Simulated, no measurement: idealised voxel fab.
process module | voxel capacitor over wiring
The width of the displayed cross-section, cut, is 200 nm; its cells are square, with a size of 5 nm.
Cross-sections here: square-cell grids, written as top-down lists of bands, a band being one or more rows of cells.
Band entry format. Leading values: height of top, height of bottom, nm. Remainder: materials in left-to-right order, each with its width in nm. Special words: "edge to edge" on a single material, which then fills the band edge to edge; "empty", empty space.
The reference from which all heights are counted is 0, the level beneath which the as-received wafer is entirely one material; the lowest band, having no lower bound, proceeds downward and is written after the example "0 nm and below".
It should be noted that a width expressed as "30->40" varies in equal increments from row to row of cells within the band, taking the value of the first number at the top row and that of the second number at the bottom row.
You'll sometimes find "nothing different" written for a step, and that's the way of saying that nowhere in the cross-section did a cell change during that step.
Empty spaces without an open route to the top, at least 8 cells in extent, make up the entry "Closed void roster"; each is given as width x height at distance, where the distance is measured from the left edge, and all are in nm.
If you see something after the settings on a step's line, that's the simulator's own remark about that step.
overlay nm: mask right of planned place by this much (step with mask). Neg. = left.
Planned process steps:
1 RECEIVE: material Si
2 CONFORMAL_DEP: material SiO2, thk nm 15
3 DIRECTIONAL_DEP: material TiN, thk nm 5
4 DIRECTIONAL_DEP: material W, thk nm 20
5 PATTERN: tone cover, mask id METAL_1, material resist, width nm 20, pitch nm 80, thk nm 15, overlay nm 0
6 DIRECTIONAL_ETCH: etch materials W, depth nm 20
7 DIRECTIONAL_ETCH: etch materials TiN, depth nm 5
8 STRIP: etch materials resist
9 CONFORMAL_DEP: material SiN, thk nm 5
10 FILL_DEP: material lowk, thk nm 10
11 CMP: height nm 40
12 CONFORMAL_DEP: material SiCN, thk nm 5
13 DIRECTIONAL_DEP: material SiO2, thk nm 20
14 MASKED_ETCH: tone open, mask id PLUG_1, width nm 15, etch materials SiO2, depth nm 20, overlay nm 0
15 MASKED_ETCH: tone open, mask id PLUG_1, width nm 15, etch materials SiCN, depth nm 5, overlay nm 0
16 CONFORMAL_DEP: material TiN, thk nm 5
17 FILL_DEP: material W, thk nm 10
18 CMP: height nm 65
19 DIRECTIONAL_DEP: material TiN, thk nm 5
20 DIRECTIONAL_DEP: material Al2O3, thk nm 5
21 DIRECTIONAL_DEP: material TiN, thk nm 10
22 MASKED_ETCH: tone cover, mask id UPPER_PLATE, width nm 65, etch materials TiN, depth nm 10, overlay nm 0
23 MASKED_ETCH: tone cover, mask id UPPER_PLATE, width nm 65, etch materials Al2O3, depth nm 5, overlay nm 0
24 DIRECTIONAL_DEP: material aC, thk nm 15
25 PATTERN: tone cover, mask id LOWER_PLATE, material resist, width nm 75, thk nm 35, overlay nm 0
26 DIRECTIONAL_ETCH: etch materials aC, depth nm 15
27 STRIP: etch materials resist
28 DIRECTIONAL_ETCH: etch materials TiN, depth nm 5
29 STRIP: etch materials aC
30 FILL_DEP: material SiO2, thk nm 15
31 CMP: height nm 95
32 MASKED_ETCH: tone open, mask id PLUG_2, width nm 15, etch materials SiO2, depth nm 5, overlay nm 0
33 CONFORMAL_DEP: material TiN, thk nm 5
34 FILL_DEP: material W, thk nm 5
35 CMP: height nm 95
36 CONFORMAL_DEP: material SiN, thk nm 5
Heads up: all these wafers start the same, and what changes between them is the depth nm in step 32. The value you see in the plan is just what the first wafer got.
First of several wafers (as received, post step 1), cross-sectional view:
  0 nm and below = Si edge to edge
  Closed void roster: none
Once step 36, the last step, is complete, the module is at its end; this is the cross-section of the first of several wafers:
  100 nm to 95 nm = SiN edge to edge
  95 nm to 90 nm = 65 of SiO2 | 15 of TiN | 120 of SiO2
  90 nm to 85 nm = SiO2 edge to edge
  85 nm to 75 nm = 55 of SiO2 | 65 of TiN | 80 of SiO2
  75 nm to 70 nm = 55 of SiO2 | 65 of Al2O3 | 80 of SiO2
  70 nm to 65 nm = 50 of SiO2 | 75 of TiN | 75 of SiO2
  65 nm to 45 nm = 55 of SiO2 | 5 of TiN | 5 of W | 5 of TiN | 130 of SiO2
  45 nm to 40 nm = 55 of SiCN | 15 of TiN | 130 of SiCN
  40 nm to 20 nm = 45 of lowk | 5 of SiN | 20 of W | 5 of SiN | 50 of lowk | 5 of SiN | 20 of W | 5 of SiN | 45 of lowk
  20 nm to 15 nm = 50 of SiN | 20 of TiN | 60 of SiN | 20 of TiN | 50 of SiN
  15 nm to 0 nm = SiO2 edge to edge
  0 nm and below = Si edge to edge
  Closed void roster: none
Cross-section at module completion, last wafer:
  100 nm to 95 nm = SiN edge to edge
  95 nm to 90 nm = 65 of SiO2 | 5 of TiN | 5 of W | 5 of TiN | 120 of SiO2
  90 nm to 85 nm = 65 of SiO2 | 15 of TiN | 120 of SiO2
  85 nm to 75 nm = 55 of SiO2 | 65 of TiN | 80 of SiO2
  75 nm to 70 nm = 55 of SiO2 | 65 of Al2O3 | 80 of SiO2
  70 nm to 65 nm = 50 of SiO2 | 75 of TiN | 75 of SiO2
  65 nm to 45 nm = 55 of SiO2 | 5 of TiN | 5 of W | 5 of TiN | 130 of SiO2
  45 nm to 40 nm = 55 of SiCN | 15 of TiN | 130 of SiCN
  40 nm to 20 nm = 45 of lowk | 5 of SiN | 20 of W | 5 of SiN | 50 of lowk | 5 of SiN | 20 of W | 5 of SiN | 45 of lowk
  20 nm to 15 nm = 50 of SiN | 20 of TiN | 60 of SiN | 20 of TiN | 50 of SiN
  15 nm to 0 nm = SiO2 edge to edge
  0 nm and below = Si edge to edge
  Closed void roster: none
Tabulated below, wafer by wafer, are the end-of-module results: for each material, the number of cells gained (+) or lost (-) relative to the as-received state, followed by the closed voids:
depth nm 5 | +13 Al2O3 | +37 SiCN | +88 SiN | +451 SiO2 | +63 TiN | +36 W | +112 lowk | Closed void roster: none
depth nm 10 | +13 Al2O3 | +37 SiCN | +88 SiN | +448 SiO2 | +65 TiN | +37 W | +112 lowk | Closed void roster: none
depth nm 15 | +13 Al2O3 | +37 SiCN | +88 SiN | +448 SiO2 | +65 TiN | +37 W | +112 lowk | Closed void roster: none
depth nm 20 | +13 Al2O3 | +37 SiCN | +88 SiN | +448 SiO2 | +65 TiN | +37 W | +112 lowk | Closed void roster: none
depth nm 25 | +13 Al2O3 | +37 SiCN | +88 SiN | +448 SiO2 | +65 TiN | +37 W | +112 lowk | Closed void roster: none
